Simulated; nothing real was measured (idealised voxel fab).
The process module that follows is named voxel wiring stack.
For reference, the cross-section in this document is cut, with width 165 nm and square cells of 5 nm.
Throughout this document, each cross-section is represented as a grid of square cells and is presented as a sequence of bands enumerated from the top downward, where a band comprises one or more rows of cells. Top height, bottom height, nm. Materials left to right, width each, nm. Single material + "full width" = fills band edge to edge. "air" = empty. The reference from which all heights are counted is 0, the level beneath which the as-received wafer is entirely one material; the lowest band, having no lower bound, proceeds downward and is written after the example "0 and below". Per-row width for "30..40": begins at first number (top row of band), ends at second number (bottom row), increment between rows held constant. When a step is marked "no alteration", none of the cells in the cross-section changed during that step. Empty spaces counting at least 8 cells and having no open way to the top are listed in "Trapped voids". The notation width x height at distance is used for each, the distance being from the left edge and all three values in nm. If you see something after the settings on a step's line, that's the simulator's own remark about that step. overlay nm: mask offset rightward from planned place, masked step; negative means leftward offset.

### Steps planned for the process
step 1: RECEIVE, material Si
step 2: CONFORMAL_DEP, material SiO2, thk nm 10
step 3: DIRECTIONAL_DEP, material TiN, thk nm 5
step 4: DIRECTIONAL_DEP, material Ru, thk nm 25
step 5: DIRECTIONAL_DEP, material aC, thk nm 15
step 6: PATTERN, tone cover, mask id METAL_1, material resist, width nm 25, pitch nm 45, thk nm 35, overlay nm 0
step 7: DIRECTIONAL_ETCH, etch materials aC, depth nm 15
step 8: STRIP, etch materials resist
step 9: DIRECTIONAL_ETCH, etch materials Ru, depth nm 25
step 10: DIRECTIONAL_ETCH, etch materials TiN, depth nm 5
step 11: STRIP, etch materials aC
step 12: FILL_DEP, material SiO2, thk nm 5
step 13: CMP, height nm 40
step 14: CONFORMAL_DEP, material SiCN, thk nm 5
step 15: DIRECTIONAL_DEP, material SiO2, thk nm 15
step 16: DIRECTIONAL_DEP, material aC, thk nm 10
step 17: PATTERN, tone open, mask id PLUG_1, material resist, width nm 15, thk nm 30, overlay nm 0
step 18: DIRECTIONAL_ETCH, etch materials aC, depth nm 10
step 19: STRIP, etch materials resist
step 20: DIRECTIONAL_ETCH, etch materials SiO2, depth nm 15
step 21: DIRECTIONAL_ETCH, etch materials SiCN, depth nm 5
step 22: STRIP, etch materials aC
step 23: CONFORMAL_DEP, material TiN, thk nm 5
step 24: FILL_DEP, material W, thk nm 10
step 25: CMP, height nm 60
step 26: DIRECTIONAL_DEP, material TiN, thk nm 5
step 27: DIRECTIONAL_DEP, material W, thk nm 20
step 28: DIRECTIONAL_DEP, material aC, thk nm 10
step 29: PATTERN, tone cover, mask id METAL_2, material resist, width nm 25, pitch nm 45, thk nm 30, overlay nm 0
step 30: DIRECTIONAL_ETCH, etch materials aC, depth nm 10
step 31: STRIP, etch materials resist
step 32: DIRECTIONAL_ETCH, etch materials W, depth nm 20
step 33: DIRECTIONAL_ETCH, etch materials TiN, depth nm 5
step 34: STRIP, etch materials aC
step 35: CONFORMAL_DEP, material SiCN, thk nm 5
step 36: FILL_DEP, material SiO2, thk nm 5
step 37: CMP, height nm 85
step 38: CONFORMAL_DEP, material SiCN, thk nm 5

### as received, after step 1
> 0 and below  Si full width
> Trapped voids: none

### Here's the wafer cut in cross-section after the module, started and planned just like above, except one thing was done wrong in the run
> 90 down to 85  SiCN full width
> 85 down to 65  40 nm SiO2 / 5 nm SiCN / 25 nm W / 5 nm SiCN / 10 nm SiO2 / 5 nm SiCN / 25 nm W / 5 nm SiCN / 45 nm SiO2
> 65 down to 60  45 nm SiCN / 25 nm TiN / 20 nm SiCN / 25 nm TiN / 50 nm SiCN
> 60 down to 45  45 nm SiO2 / 5 nm TiN / 5 nm W / 5 nm TiN / 105 nm SiO2
> 45 down to 40  45 nm SiCN / 15 nm TiN / 105 nm SiCN
> 40 down to 15  45 nm SiO2 / 30 nm Ru / 15 nm SiO2 / 30 nm Ru / 45 nm SiO2
> 15 down to 10  45 nm SiO2 / 30 nm TiN / 15 nm SiO2 / 30 nm TiN / 45 nm SiO2
> 10 down to 0  SiO2 full width
> 0 and below  Si full width
> Trapped voids: none
Nonconformance to the process plan: planned and actual differ for step 6; actual: PATTERN, tone cover, mask id METAL_1, material resist, width nm 30, pitch nm 45, thk nm 35, overlay nm 0
